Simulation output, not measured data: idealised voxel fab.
The name of this process module is voxel trench capacitor.
The figure presents cross-section cut, which has a width of 245 nm and is divided into square cells with an edge length of 5 nm.
Cross-section spec: square-cell grid; bands listed top down; each band is one or more rows.
Band: top and bottom heights (nm) first, top before bottom; then materials from left to right, widths in nm. "throughout" marks a sole material filling the band edge to edge. "blank" denotes empty space.
Beneath 0, the wafer as received is one material, and that level is where height counting begins. The lowest band goes on downward without a bottom; it is written like "top 0, no bottom".
It should be noted that a width expressed as "30 to 40" varies in equal increments from row to row of cells within the band, taking the value of the first number at the top row and that of the second number at the bottom row.
Basically "remained unchanged" means that step didn't change any cell in the cross-section.
"Cavities, sealed": sealed empty spaces, 8 cells or more, no open way to top, listed width x height at distance, with distance from the left edge and width, height and distance in nm.
If you see something after the settings on a step's line, that's the simulator's own remark about that step.
overlay nm: on a step with a mask, how far right of its planned place the mask lay; negative means left.
[Planned step list for the process]
1,op RECEIVE | material Si
2,op CONFORMAL_DEP | material SiN | thk nm 5
3,op PATTERN | tone open | mask id TRENCH | material resist | width nm 25 | pitch nm 50 | thk nm 15 | overlay nm 0
4,op DIRECTIONAL_ETCH | etch materials SiN | depth nm 5
5,op DIRECTIONAL_ETCH | etch materials Si | depth nm 40
6,op STRIP | etch materials resist
7,op CONFORMAL_DEP | material Al2O3 | thk nm 5
8,op CONFORMAL_DEP | material TiN | thk nm 5
9,op FILL_DEP | material W | thk nm 10
10,op CMP | height nm 5
[What follows covers the first of two wafers; it ran as planned]
[Incoming wafer, cross-sectional view, post step 1]
  top 0, no bottom = Si throughout
  Cavities, sealed: none
[Step 2 complete: cross-section through the wafer]
  top 5, bottom 0 = SiN throughout
  Under 0: no change, same as before.
[Step 3 complete: cross-section through the wafer]
  top 20, bottom 5 = 85 nm resist, 25 nm blank, 25 nm resist, 25 nm blank, 85 nm resist
  Under 5: no change, same as before.
[Step 4 complete: cross-section through the wafer]
  top 20, bottom 5 = 85 nm resist, 25 nm blank, 25 nm resist, 25 nm blank, 85 nm resist
  top 5, bottom 0 = 85 nm SiN, 25 nm blank, 25 nm SiN, 25 nm blank, 85 nm SiN
  Under 0: no change, same as before.
[Step 5 complete: cross-section through the wafer]
  top 20, bottom 5 = 85 nm resist, 25 nm blank, 25 nm resist, 25 nm blank, 85 nm resist
  top 5, bottom 0 = 85 nm SiN, 25 nm blank, 25 nm SiN, 25 nm blank, 85 nm SiN
  top 0, bottom -40 = 85 nm Si, 25 nm blank, 25 nm Si, 25 nm blank, 85 nm Si
  Under -40: no change, same as before.
[Step 6 complete: cross-section through the wafer]
  top 5, bottom 0 = 85 nm SiN, 25 nm blank, 25 nm SiN, 25 nm blank, 85 nm SiN
  Under 0: no change, same as before.
[Step 7 complete: cross-section through the wafer]
  top 10, bottom 5 = 90 nm Al2O3, 15 nm blank, 35 nm Al2O3, 15 nm blank, 90 nm Al2O3
  top 5, bottom 0 = 85 nm SiN, 5 nm Al2O3, 15 nm blank, 5 nm Al2O3, 25 nm SiN, 5 nm Al2O3, 15 nm blank, 5 nm Al2O3, 85 nm SiN
  top 0, bottom -35 = 85 nm Si, 5 nm Al2O3, 15 nm blank, 5 nm Al2O3, 25 nm Si, 5 nm Al2O3, 15 nm blank, 5 nm Al2O3, 85 nm Si
  top -35, bottom -40 = 85 nm Si, 25 nm Al2O3, 25 nm Si, 25 nm Al2O3, 85 nm Si
  Under -40: no change, same as before.
[Step 8 complete: cross-section through the wafer]
  top 15, bottom 10 = 95 nm TiN, 5 nm blank, 45 nm TiN, 5 nm blank, 95 nm TiN
  top 10, bottom 5 = 90 nm Al2O3, 5 nm TiN, 5 nm blank, 5 nm TiN, 35 nm Al2O3, 5 nm TiN, 5 nm blank, 5 nm TiN, 90 nm Al2O3
  top 5, bottom 0 = 85 nm SiN, 5 nm Al2O3, 5 nm TiN, 5 nm blank, 5 nm TiN, 5 nm Al2O3, 25 nm SiN, 5 nm Al2O3, 5 nm TiN, 5 nm blank, 5 nm TiN, 5 nm Al2O3, 85 nm SiN
  top 0, bottom -30 = 85 nm Si, 5 nm Al2O3, 5 nm TiN, 5 nm blank, 5 nm TiN, 5 nm Al2O3, 25 nm Si, 5 nm Al2O3, 5 nm TiN, 5 nm blank, 5 nm TiN, 5 nm Al2O3, 85 nm Si
  top -30, bottom -35 = 85 nm Si, 5 nm Al2O3, 15 nm TiN, 5 nm Al2O3, 25 nm Si, 5 nm Al2O3, 15 nm TiN, 5 nm Al2O3, 85 nm Si
  Under -35: no change, same as before.
[Step 9 complete: cross-section through the wafer]
  top 25, bottom 15 = W throughout
  top 15, bottom 10 = 95 nm TiN, 5 nm W, 45 nm TiN, 5 nm W, 95 nm TiN
  top 10, bottom 5 = 90 nm Al2O3, 5 nm TiN, 5 nm W, 5 nm TiN, 35 nm Al2O3, 5 nm TiN, 5 nm W, 5 nm TiN, 90 nm Al2O3
  top 5, bottom 0 = 85 nm SiN, 5 nm Al2O3, 5 nm TiN, 5 nm W, 5 nm TiN, 5 nm Al2O3, 25 nm SiN, 5 nm Al2O3, 5 nm TiN, 5 nm W, 5 nm TiN, 5 nm Al2O3, 85 nm SiN
  top 0, bottom -30 = 85 nm Si, 5 nm Al2O3, 5 nm TiN, 5 nm W, 5 nm TiN, 5 nm Al2O3, 25 nm Si, 5 nm Al2O3, 5 nm TiN, 5 nm W, 5 nm TiN, 5 nm Al2O3, 85 nm Si
  Under -30: no change, same as before.
[Step 10 complete: cross-section through the wafer]
  top 5, bottom 0 = 85 nm SiN, 5 nm Al2O3, 5 nm TiN, 5 nm W, 5 nm TiN, 5 nm Al2O3, 25 nm SiN, 5 nm Al2O3, 5 nm TiN, 5 nm W, 5 nm TiN, 5 nm Al2O3, 85 nm SiN
  Under 0: no change, same as before.
[The remaining wafer, second of the two, started like the first and was run to the same plan, except that one mistake was made along the way; the two coincide through step 6, inclusive]
[when step 7 should have ended]
  top 10, bottom 5 = 90 nm TiN, 15 nm blank, 35 nm TiN, 15 nm blank, 90 nm TiN
  top 5, bottom 0 = 85 nm SiN, 5 nm TiN, 15 nm blank, 5 nm TiN, 25 nm SiN, 5 nm TiN, 15 nm blank, 5 nm TiN, 85 nm SiN
  top 0, bottom -35 = 85 nm Si, 5 nm TiN, 15 nm blank, 5 nm TiN, 25 nm Si, 5 nm TiN, 15 nm blank, 5 nm TiN, 85 nm Si
  top -35, bottom -40 = 85 nm Si, 25 nm TiN, 25 nm Si, 25 nm TiN, 85 nm Si
  Under -40: no change, same as before.
[when step 8 should have ended]
  top 15, bottom 5 = 95 nm TiN, 5 nm blank, 45 nm TiN, 5 nm blank, 95 nm TiN
  top 5, bottom 0 = 85 nm SiN, 10 nm TiN, 5 nm blank, 10 nm TiN, 25 nm SiN, 10 nm TiN, 5 nm blank, 10 nm TiN, 85 nm SiN
  top 0, bottom -30 = 85 nm Si, 10 nm TiN, 5 nm blank, 10 nm TiN, 25 nm Si, 10 nm TiN, 5 nm blank, 10 nm TiN, 85 nm Si
  top -30, bottom -40 = 85 nm Si, 25 nm TiN, 25 nm Si, 25 nm TiN, 85 nm Si
  Under -40: no change, same as before.
[when step 9 should have ended]
  top 25, bottom 15 = W throughout
  top 15, bottom 5 = 95 nm TiN, 5 nm W, 45 nm TiN, 5 nm W, 95 nm TiN
  top 5, bottom 0 = 85 nm SiN, 10 nm TiN, 5 nm W, 10 nm TiN, 25 nm SiN, 10 nm TiN, 5 nm W, 10 nm TiN, 85 nm SiN
  top 0, bottom -30 = 85 nm Si, 10 nm TiN, 5 nm W, 10 nm TiN, 25 nm Si, 10 nm TiN, 5 nm W, 10 nm TiN, 85 nm Si
  Under -30: no change, same as before.
[when step 10 should have ended]
  top 5, bottom 0 = 85 nm SiN, 10 nm TiN, 5 nm W, 10 nm TiN, 25 nm SiN, 10 nm TiN, 5 nm W, 10 nm TiN, 85 nm SiN
  Under 0: no change, same as before.
Error vs. plan: step 7 was run on a setting that differed from the plan, and what really ran there is op CONFORMAL_DEP | material TiN | thk nm 5
Wafer comparison, final, in cells, second relative to first, materials more or fewer: 42 fewer of Al2O3 | 42 more of TiN
